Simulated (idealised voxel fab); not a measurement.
Herein follows the process module entitled voxel capacitor over wiring.
In the cross-section labelled cut, the width is 215 nm and each square cell is 5 nm.
Bands, listed from the top down, are how a cross-section gets written in this document; the cross-section itself is a grid of square cells, and a band is one or more rows of them. What a band's entry tells you: where the top is and where the bottom is, as heights in nm, and after that what lies inside, material by material from left to right, each with its width in nm. Empty space is written as the word "empty", and a single material marked with the word "all across" occupies the band from edge to edge. Height 0 is the level under which the wafer as received is all one material. The lowest band goes on downwards, as in "0 nm and below". A two-number width, for instance "30..40", indicates that the width is equal to the first number in the top row of the band and to the second number in the bottom row, and that it changes by a constant amount per row of cells. "no alterations made" (step): cross-section cells unchanged, all of them. Reported under the label "Cavities, closed" are the empty spaces having no open way to the top and comprising 8 cells or more; the notation for each is width x height at distance, in which the distance is measured from the left edge and all three values are in nm. Step line, after settings: the simulator's comment on this step. Regarding "overlay nm": on a step with a mask, it is the distance the mask lay to the right of its planned place; a negative value places it to the left.
-- The following list gives the planned process steps
| 1 | op RECEIVE | material Si |
| 2 | op CONFORMAL_DEP | material SiO2 | thk nm 15 |
| 3 | op DIRECTIONAL_DEP | material TiN | thk nm 5 |
| 4 | op DIRECTIONAL_DEP | material W | thk nm 15 |
| 5 | op DIRECTIONAL_DEP | material aC | thk nm 15 |
| 6 | op PATTERN | tone cover | mask id METAL_1 | material resist | width nm 20 | pitch nm 70 | thk nm 35 | overlay nm 0 |
| 7 | op DIRECTIONAL_ETCH | etch materials aC | depth nm 15 |
| 8 | op STRIP | etch materials resist |
| 9 | op DIRECTIONAL_ETCH | etch materials W | depth nm 15 |
| 10 | op DIRECTIONAL_ETCH | etch materials TiN | depth nm 5 |
| 11 | op STRIP | etch materials aC |
| 12 | op CONFORMAL_DEP | material SiN | thk nm 5 |
| 13 | op FILL_DEP | material lowk | thk nm 10 |
| 14 | op CMP | height nm 35 |
| 15 | op CONFORMAL_DEP | material SiCN | thk nm 5 |
| 16 | op DIRECTIONAL_DEP | material lowk | thk nm 20 |
| 17 | op MASKED_ETCH | tone open | mask id PLUG_1 | width nm 15 | etch materials lowk | depth nm 20 | overlay nm 0 |
| 18 | op MASKED_ETCH | tone open | mask id PLUG_1 | width nm 15 | etch materials SiCN | depth nm 5 | overlay nm 0 |
| 19 | op CONFORMAL_DEP | material TiN | thk nm 5 |
| 20 | op FILL_DEP | material Cu | thk nm 10 |
| 21 | op CMP | height nm 60 |
| 22 | op DIRECTIONAL_DEP | material TiN | thk nm 10 |
| 23 | op DIRECTIONAL_DEP | material HfO2 | thk nm 5 |
| 24 | op DIRECTIONAL_DEP | material TiN | thk nm 10 |
| 25 | op PATTERN | tone cover | mask id UPPER_PLATE | material resist | width nm 55 | thk nm 15 | overlay nm 0 |
| 26 | op DIRECTIONAL_ETCH | etch materials TiN | depth nm 10 |
| 27 | op DIRECTIONAL_ETCH | etch materials HfO2 | depth nm 5 |
| 28 | op STRIP | etch materials resist |
| 29 | op PATTERN | tone cover | mask id LOWER_PLATE | material resist | width nm 65 | thk nm 20 | overlay nm 0 |
| 30 | op DIRECTIONAL_ETCH | etch materials TiN | depth nm 10 |
| 31 | op STRIP | etch materials resist |
| 32 | op FILL_DEP | material SiO2 | thk nm 20 |
| 33 | op CMP | height nm 100 |
| 34 | op MASKED_ETCH | tone open | mask id PLUG_2 | width nm 15 | etch materials SiO2 | depth nm 15 | overlay nm 0 |
| 35 | op CONFORMAL_DEP | material TiN | thk nm 5 |
| 36 | op FILL_DEP | material Cu | thk nm 10 |
| 37 | op CMP | height nm 100 |
| 38 | op CONFORMAL_DEP | material SiN | thk nm 5 |
For this document, wafers share an identical start and vary in the step 34 width nm; the plan quotes the first wafer's value.
-- As-received state after step 1, first of several wafers, cross-section
0 nm and below  Si all across
Cavities, closed: none
-- First of several wafers in cross-section at module end, following the final step, step 38
105 nm to 100 nm  SiN all across
100 nm to 90 nm  75 nm SiO2, then 5 nm TiN, then 5 nm Cu, then 5 nm TiN, then 125 nm SiO2
90 nm to 85 nm  75 nm SiO2, then 15 nm TiN, then 125 nm SiO2
85 nm to 75 nm  65 nm SiO2, then 55 nm TiN, then 95 nm SiO2
75 nm to 70 nm  65 nm SiO2, then 55 nm HfO2, then 95 nm SiO2
70 nm to 60 nm  60 nm SiO2, then 65 nm TiN, then 90 nm SiO2
60 nm to 40 nm  65 nm lowk, then 5 nm TiN, then 5 nm Cu, then 5 nm TiN, then 135 nm lowk
40 nm to 35 nm  65 nm SiCN, then 15 nm TiN, then 135 nm SiCN
35 nm to 20 nm  55 nm lowk, then 5 nm SiN, then 20 nm W, then 5 nm SiN, then 40 nm lowk, then 5 nm SiN, then 20 nm W, then 5 nm SiN, then 60 nm lowk
20 nm to 15 nm  60 nm SiN, then 20 nm TiN, then 50 nm SiN, then 20 nm TiN, then 65 nm SiN
15 nm to 0 nm  SiO2 all across
0 nm and below  Si all across
Cavities, closed: none
-- Cross-sectional view, end of module, last wafer of several
105 nm to 100 nm  SiN all across
100 nm to 90 nm  70 nm SiO2, then 5 nm TiN, then 20 nm Cu, then 5 nm TiN, then 115 nm SiO2
90 nm to 85 nm  70 nm SiO2, then 30 nm TiN, then 115 nm SiO2
85 nm to 75 nm  65 nm SiO2, then 55 nm TiN, then 95 nm SiO2
75 nm to 70 nm  65 nm SiO2, then 55 nm HfO2, then 95 nm SiO2
70 nm to 60 nm  60 nm SiO2, then 65 nm TiN, then 90 nm SiO2
60 nm to 40 nm  65 nm lowk, then 5 nm TiN, then 5 nm Cu, then 5 nm TiN, then 135 nm lowk
40 nm to 35 nm  65 nm SiCN, then 15 nm TiN, then 135 nm SiCN
35 nm to 20 nm  55 nm lowk, then 5 nm SiN, then 20 nm W, then 5 nm SiN, then 40 nm lowk, then 5 nm SiN, then 20 nm W, then 5 nm SiN, then 60 nm lowk
20 nm to 15 nm  60 nm SiN, then 20 nm TiN, then 50 nm SiN, then 20 nm TiN, then 65 nm SiN
15 nm to 0 nm  SiO2 all across
0 nm and below  Si all across
Cavities, closed: none
-- Below: a row per wafer. Contents at end of module: for every material, cells gained since receipt (+) or lost since receipt (-); then closed voids
width nm 15 | +6 Cu | +11 HfO2 | +40 SiCN | +90 SiN | +405 SiO2 | +74 TiN | +24 W | +253 lowk | Cavities, closed: none
width nm 20 | +8 Cu | +11 HfO2 | +40 SiCN | +90 SiN | +402 SiO2 | +75 TiN | +24 W | +253 lowk | Cavities, closed: none
width nm 25 | +10 Cu | +11 HfO2 | +40 SiCN | +90 SiN | +399 SiO2 | +76 TiN | +24 W | +253 lowk | Cavities, closed: none
width nm 30 | +12 Cu | +11 HfO2 | +40 SiCN | +90 SiN | +396 SiO2 | +77 TiN | +24 W | +253 lowk | Cavities, closed: none
